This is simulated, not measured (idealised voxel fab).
Name of the process module below: voxel ribs on slabs
Pictured: cross-section cut, 205 nm wide, on a grid of 5 nm square cells.
Cross-section format: a grid of square cells, given as bands from top to bottom; each band is one or more rows of cells. Per band: top height and bottom height in nm, followed by the left-to-right materials and their widths in nm; "throughout" marks a single material spanning edge to edge, "air" marks empty space. Below 0: as-received wafer, all one material; heights counted from there. Lowest band: no bottom, goes on down, written "0 nm and below". A width such as "30 to 40" changes by the same amount from each row of cells to the next, from the band's top row to its bottom row. "no modification" for a step: no cell of the cross-section changed in that step. Listed in "Enclosed cavity list": every empty space of 8 or more cells without an open way to the top. Form: width x height at distance, the distance being from the left edge, all in nm. Heads up: the bit after the settings on a step's line is the simulator's remark on that step. If you see "overlay nm" on a step's line and that step has a mask, it's telling you how far right of where it was planned the mask ended up; a negative number means it went left instead.

Process steps - plan:
1 RECEIVE | material Si
2 DIRECTIONAL_DEP | material SiO2 | thk nm 20
3 DIRECTIONAL_DEP | material SiN | thk nm 25
4 DIRECTIONAL_DEP | material aC | thk nm 10
5 PATTERN | tone cover | mask id RIB | material resist | width nm 20 | thk nm 25 | overlay nm 0
6 DIRECTIONAL_ETCH | etch materials aC | depth nm 10
7 STRIP | etch materials resist
8 DIRECTIONAL_ETCH | etch materials SiN | depth nm 15
9 STRIP | etch materials aC
10 MASKED_ETCH | tone cover | mask id SLAB | width nm 70 | etch materials SiN | depth nm 10 | overlay nm 0
11 FILL_DEP | material SiO2 | thk nm 20
12 CMP | height nm 55
13 DIRECTIONAL_DEP | material TiN | thk nm 5
14 PATTERN | tone cover | mask id HEATER | material resist | width nm 30 | thk nm 15 | overlay nm 0
15 DIRECTIONAL_ETCH | etch materials TiN | depth nm 5
16 STRIP | etch materials resist
17 CONFORMAL_DEP | material SiN | thk nm 10

Delivered wafer in cross-section: state after step 1:
0 nm and below: Si throughout
Enclosed cavity list: none

Looking at the first of two wafers in cross-section at end of module - ran to plan:
70 nm to 65 nm: 75 nm air | 50 nm SiN | 80 nm air
65 nm to 60 nm: SiN throughout
60 nm to 55 nm: 85 nm SiN | 30 nm TiN | 90 nm SiN
55 nm to 45 nm: SiO2 throughout
45 nm to 30 nm: 90 nm SiO2 | 20 nm SiN | 95 nm SiO2
30 nm to 20 nm: 65 nm SiO2 | 70 nm SiN | 70 nm SiO2
20 nm to 0 nm: SiO2 throughout
0 nm and below: Si throughout
Enclosed cavity list: none

Here's the second of our two wafers sectioned at module end. Same start as the first, same plan, but one mistake got made running it:
70 nm to 65 nm: 75 nm air | 50 nm SiN | 80 nm air
65 nm to 60 nm: SiN throughout
60 nm to 55 nm: 85 nm SiN | 30 nm TiN | 90 nm SiN
55 nm to 45 nm: 65 nm SiO2 | 70 nm SiN | 70 nm SiO2
45 nm to 20 nm: SiN throughout
20 nm to 0 nm: SiO2 throughout
0 nm and below: Si throughout
Enclosed cavity list: none
Deviation from plan: heads up, step 3 of the plan got done twice
At the finish, the second wafer shows more or fewer cells for some materials than the first does: SiN: 193 more; SiO2: 193 fewer
